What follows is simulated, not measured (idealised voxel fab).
The name of this process module is voxel lift off.
It is cross-section cut that appears here, measuring 215 nm in width, its square cells being 5 nm in size.
A cross-section is a grid of square cells, given in bands from the top down. A band is one or more rows of cells.
Each band's line starts with the height of the band's top and of its bottom, in nm. Then come its materials from left to right, each with its width in nm. One material with "edge to edge" fills the band from edge to edge. "blank" is empty space.
It should be noted that heights are counted from 0, beneath which the wafer as supplied is of one material throughout, and that the lowest band possesses no lower boundary but continues downward, as written in "top 0, no bottom".
A width such as "30..40" changes by the same amount from each row of cells to the next, from the band's top row to its bottom row.
"remained unchanged" for a step: no cell of the cross-section changed in that step.
"Closed cavities" contains a list of empty spaces, each no smaller than 8 cells and without an open way to the top, written in the form width x height at distance with the distance from the left edge and all three in nm.
Text after the settings on a step's line: the simulator's own remark on that step.
overlay nm: on a step with a mask, how far right of its planned place the mask lay; negative means left.

These are the steps we planned for the process
- 1: RECEIVE,material Si
- 2: CONFORMAL_DEP,material SiN,thk nm 5
- 3: PATTERN,tone open,mask id LINES,material resist,width nm 25,pitch nm 50,thk nm 25,overlay nm 0
- 4: DIRECTIONAL_DEP,material Ru,thk nm 15
- 5: STRIP,etch materials resist
- 6: CONFORMAL_DEP,material SiN,thk nm 5

The first of two wafers, run as planned

As received (post step 1): cross-section
    top 0, no bottom: Si edge to edge
    Closed cavities: none

The wafer, seen in cross-section, after step 2
    top 5, bottom 0: SiN edge to edge
    No changes below 0.

The wafer, seen in cross-section, after step 3
    top 30, bottom 5: 20 resist / 25 blank / 25 resist / 25 blank / 25 resist / 25 blank / 25 resist / 25 blank / 20 resist
    No changes below 5.

The wafer, seen in cross-section, after step 4
    top 45, bottom 30: 20 Ru / 25 blank / 25 Ru / 25 blank / 25 Ru / 25 blank / 25 Ru / 25 blank / 20 Ru
    top 30, bottom 20: 20 resist / 25 blank / 25 resist / 25 blank / 25 resist / 25 blank / 25 resist / 25 blank / 20 resist
    top 20, bottom 5: 20 resist / 25 Ru / 25 resist / 25 Ru / 25 resist / 25 Ru / 25 resist / 25 Ru / 20 resist
    No changes below 5.

The wafer, seen in cross-section, after step 5
    top 20, bottom 5: 20 blank / 25 Ru / 25 blank / 25 Ru / 25 blank / 25 Ru / 25 blank / 25 Ru / 20 blank
    No changes below 5.

The wafer, seen in cross-section, after step 6
    top 25, bottom 20: 15 blank / 35 SiN / 15 blank / 35 SiN / 15 blank / 35 SiN / 15 blank / 35 SiN / 15 blank
    top 20, bottom 10: 15 blank / 5 SiN / 25 Ru / 5 SiN / 15 blank / 5 SiN / 25 Ru / 5 SiN / 15 blank / 5 SiN / 25 Ru / 5 SiN / 15 blank / 5 SiN / 25 Ru / 5 SiN / 15 blank
    top 10, bottom 5: 20 SiN / 25 Ru / 25 SiN / 25 Ru / 25 SiN / 25 Ru / 25 SiN / 25 Ru / 20 SiN
    No changes below 5.

The second wafer was prepared from the same starting point and under the same plan as the first; its processing contained one mistake, and it remains indistinguishable from the first wafer up to and including step 1

Cross-section, second wafer, at the end time the plan gives for step 2
    top 5, bottom 0: Ru edge to edge
    No changes below 0.

Cross-section, second wafer, at the end time the plan gives for step 3
    top 30, bottom 5: 20 resist / 25 blank / 25 resist / 25 blank / 25 resist / 25 blank / 25 resist / 25 blank / 20 resist
    No changes below 5.

Cross-section, second wafer, at the end time the plan gives for step 4
    top 45, bottom 30: 20 Ru / 25 blank / 25 Ru / 25 blank / 25 Ru / 25 blank / 25 Ru / 25 blank / 20 Ru
    top 30, bottom 20: 20 resist / 25 blank / 25 resist / 25 blank / 25 resist / 25 blank / 25 resist / 25 blank / 20 resist
    top 20, bottom 5: 20 resist / 25 Ru / 25 resist / 25 Ru / 25 resist / 25 Ru / 25 resist / 25 Ru / 20 resist
    No changes below 5.

Cross-section, second wafer, at the end time the plan gives for step 5
    top 20, bottom 5: 20 blank / 25 Ru / 25 blank / 25 Ru / 25 blank / 25 Ru / 25 blank / 25 Ru / 20 blank
    No changes below 5.

Cross-section, second wafer, at the end time the plan gives for step 6
    top 25, bottom 20: 15 blank / 35 SiN / 15 blank / 35 SiN / 15 blank / 35 SiN / 15 blank / 35 SiN / 15 blank
    top 20, bottom 10: 15 blank / 5 SiN / 25 Ru / 5 SiN / 15 blank / 5 SiN / 25 Ru / 5 SiN / 15 blank / 5 SiN / 25 Ru / 5 SiN / 15 blank / 5 SiN / 25 Ru / 5 SiN / 15 blank
    top 10, bottom 5: 20 SiN / 25 Ru / 25 SiN / 25 Ru / 25 SiN / 25 Ru / 25 SiN / 25 Ru / 20 SiN
    No changes below 5.
Deviation from plan: step 2 was not run as planned; what actually ran was CONFORMAL_DEP,material Ru,thk nm 5
End of process, cell counts, second wafer against first, materials with more or fewer: +43 Ru, -43 SiN
